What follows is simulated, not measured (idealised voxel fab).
Process module name: voxel self aligned vias
This is section cut - it's 190 nm across, gridded in 5 nm square cells.
Cross-section, as written here: a square-cell grid given band by band from the top down, where a band holds one or more rows of cells. Read a band's entry like this: the first values are the height of its top and the height of its bottom in nm, and what follows is the sequence of materials from left to right, each with its width in nm. Note that "air" is empty space, and that a single material marked "throughout" reaches across the band from edge to edge. Height datum 0, below which the as-received substrate wafer is one material. Lowest band open at the bottom, running downward: "0 -> down". Think of "30 to 40" as a width that walks from the first number to the second as you go down the band, top row to bottom row, taking equal-sized steps from row to row. "no change" (step): cross-section cells unchanged, all of them. In "Cavities, closed" the enclosed voids are listed, meaning empty spaces of 8 cells or larger without any opening to the top. The form is width x height at distance, distance from the left edge, units nm. That trailing text on a step's line, after the settings, is the simulator's own remark on the step. The optional step-line setting "overlay nm" applies to steps with a mask and quantifies how far to the right of its planned location the mask lay, a negative value indicating leftward placement.
**Steps planned for the process**
step 1: RECEIVE,material Si
step 2: CONFORMAL_DEP,material SiO2,thk nm 10
step 3: CONFORMAL_DEP,material SiCN,thk nm 5
step 4: DIRECTIONAL_DEP,material SiO2,thk nm 25
step 5: PATTERN,tone open,mask id LINES,material resist,width nm 25,pitch nm 70,thk nm 15,overlay nm 0
step 6: DIRECTIONAL_ETCH,etch materials SiO2,depth nm 25
step 7: STRIP,etch materials resist
step 8: CONFORMAL_DEP,material TiN,thk nm 5
step 9: FILL_DEP,material W,thk nm 10
step 10: CMP,height nm 40
step 11: SELECTIVE_ETCH,etch materials W Ru TiN,depth nm 5
step 12: FILL_DEP,material SiN,thk nm 5
step 13: CMP,height nm 40
step 14: DIRECTIONAL_DEP,material SiO2,thk nm 20
step 15: MASKED_ETCH,tone open,mask id VIAS,width nm 45,etch materials SiO2,depth nm 20,overlay nm 0
step 16: MASKED_ETCH,tone open,mask id VIAS,width nm 45,etch materials SiN,depth nm 5,overlay nm -15
step 17: CONFORMAL_DEP,material TiN,thk nm 5
step 18: FILL_DEP,material Ru,thk nm 5
step 19: CMP,height nm 60
step 20: CONFORMAL_DEP,material SiCN,thk nm 5
Among the wafers covered here, the point of difference is the overlay nm at step 16; their starting state is shared, and the plan presents the value of the first wafer.
**Here's the first of the wafers in cross-section, just as we got it, i.e. after step 1**
* 0 -> down: Si throughout
* Cavities, closed: none
**Cross-section of the first of several wafers once the module has run through its last step, step 20**
* 65 -> 60: SiCN throughout
* 60 -> 45: 35 of SiO2  5 of TiN  35 of Ru  5 of TiN  110 of SiO2
* 45 -> 40: 35 of SiO2  15 of TiN  10 of Ru  20 of TiN  110 of SiO2
* 40 -> 35: 45 of SiO2  20 of TiN  5 of SiN  45 of SiO2  25 of SiN  50 of SiO2
* 35 -> 20: 45 of SiO2  5 of TiN  15 of W  5 of TiN  45 of SiO2  5 of TiN  15 of W  5 of TiN  50 of SiO2
* 20 -> 15: 45 of SiO2  25 of TiN  45 of SiO2  25 of TiN  50 of SiO2
* 15 -> 10: SiCN throughout
* 10 -> 0: SiO2 throughout
* 0 -> down: Si throughout
* Cavities, closed: none
**A cross-section through the last wafer at the close of the module**
* 65 -> 60: SiCN throughout
* 60 -> 45: 35 of SiO2  5 of TiN  35 of Ru  5 of TiN  110 of SiO2
* 45 -> 40: 35 of SiO2  20 of TiN  10 of Ru  15 of TiN  110 of SiO2
* 40 -> 35: 45 of SiO2  5 of SiN  20 of TiN  45 of SiO2  25 of SiN  50 of SiO2
* 35 -> 20: 45 of SiO2  5 of TiN  15 of W  5 of TiN  45 of SiO2  5 of TiN  15 of W  5 of TiN  50 of SiO2
* 20 -> 15: 45 of SiO2  25 of TiN  45 of SiO2  25 of TiN  50 of SiO2
* 15 -> 10: SiCN throughout
* 10 -> 0: SiO2 throughout
* 0 -> down: Si throughout
* Cavities, closed: none
**For your reference, the table is organized with a row per wafer; each row reflects the wafer at the end of the module, indicating for each material the cells gained (+) or lost (-) since receipt, and thereafter its closed voids**
overlay nm -15 | +23 Ru | +76 SiCN | +6 SiN | +332 SiO2 | +39 TiN | +18 W | Cavities, closed: none
overlay nm -10 | +24 Ru | +76 SiCN | +5 SiN | +332 SiO2 | +39 TiN | +18 W | Cavities, closed: none
overlay nm -5 | +24 Ru | +76 SiCN | +5 SiN | +332 SiO2 | +39 TiN | +18 W | Cavities, closed: none
overlay nm 0 | +24 Ru | +76 SiCN | +5 SiN | +332 SiO2 | +39 TiN | +18 W | Cavities, closed: none
overlay nm 5 | +24 Ru | +76 SiCN | +5 SiN | +332 SiO2 | +39 TiN | +18 W | Cavities, closed: none
overlay nm 10 | +24 Ru | +76 SiCN | +5 SiN | +332 SiO2 | +39 TiN | +18 W | Cavities, closed: none
overlay nm 15 | +23 Ru | +76 SiCN | +6 SiN | +332 SiO2 | +39 TiN | +18 W | Cavities, closed: none
